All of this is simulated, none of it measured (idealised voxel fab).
Herein follows the process module entitled voxel trench capacitor.
The cross-section shown here is cut; it is 205 nm wide and divided into square cells measuring 5 nm on a side.
If you're reading a cross-section in this doc, picture square cells in a grid; it comes to you as bands, top ones listed first down to the bottom, and a band can be one or more rows of cells. Read a band's entry like this: the first values are the height of its top and the height of its bottom in nm, and what follows is the sequence of materials from left to right, each with its width in nm. Note that "blank" is empty space, and that a single material marked "all across" reaches across the band from edge to edge. The level at which height equals 0 is the one under which the wafer, as it arrives, is entirely one material. No lower edge exists for the bottom band, which continues downward and is notated as in "0..down". The two numbers in a width such as "30->40" mark its ends across the band: the first belongs to the top row of cells, the second to the bottom row, and from each row to the next the width moves by the same amount. It should be understood that the words "everything unchanged", when stated for a given step, signify that the cross-section underwent no change in any of its cells during that step. Voids not open to the top, 8 cells minimum: see "Enclosed internal cavities". Written width x height at distance; distance is from the left edge; nm. Text after the settings on a step's line: the simulator's own remark on that step. overlay nm: step with mask; distance mask lay right of planned place; negative value = left of planned place.
THIS SECTION LISTS THE PROCESS STEPS THAT WERE PLANNED
1 RECEIVE,material Si
2 CONFORMAL_DEP,material SiN,thk nm 10
3 DIRECTIONAL_DEP,material aC,thk nm 15
4 PATTERN,tone open,mask id TRENCH,material resist,width nm 25,pitch nm 50,thk nm 35,overlay nm 0
5 DIRECTIONAL_ETCH,etch materials aC,depth nm 15
6 STRIP,etch materials resist
7 DIRECTIONAL_ETCH,etch materials SiN,depth nm 10
8 DIRECTIONAL_ETCH,etch materials Si,depth nm 25
9 STRIP,etch materials aC
10 CONFORMAL_DEP,material SiO2,thk nm 5
11 FILL_DEP,material polySi,thk nm 10
12 CMP,height nm 10
DELIVERED WAFER IN CROSS-SECTION: STATE AFTER STEP 1
- 0..down: Si all across
- Enclosed internal cavities: none
THIS IS HOW THE WAFER LOOKS IN CROSS-SECTION ONCE THE MODULE IS DONE, GIVEN THE STARTING STATE AND PLAN ABOVE AND ONE MISTAKE IN CARRYING THE PLAN OUT
- 10..0: polySi 40 nm | SiO2 5 nm | polySi 15 nm | SiO2 5 nm | polySi 25 nm | SiO2 5 nm | polySi 15 nm | SiO2 5 nm | polySi 25 nm | SiO2 5 nm | polySi 15 nm | SiO2 5 nm | polySi 40 nm
- 0..-10: Si 40 nm | SiO2 5 nm | polySi 15 nm | SiO2 5 nm | Si 25 nm | SiO2 5 nm | polySi 15 nm | SiO2 5 nm | Si 25 nm | SiO2 5 nm | polySi 15 nm | SiO2 5 nm | Si 40 nm
- -10..-15: Si 40 nm | SiO2 25 nm | Si 25 nm | SiO2 25 nm | Si 25 nm | SiO2 25 nm | Si 40 nm
- -15..down: Si all across
- Enclosed internal cavities: none
It is concluded that the wafer was processed incorrectly with respect to the plan, in that step 2 deviated from plan and actually ran as CONFORMAL_DEP,material polySi,thk nm 10
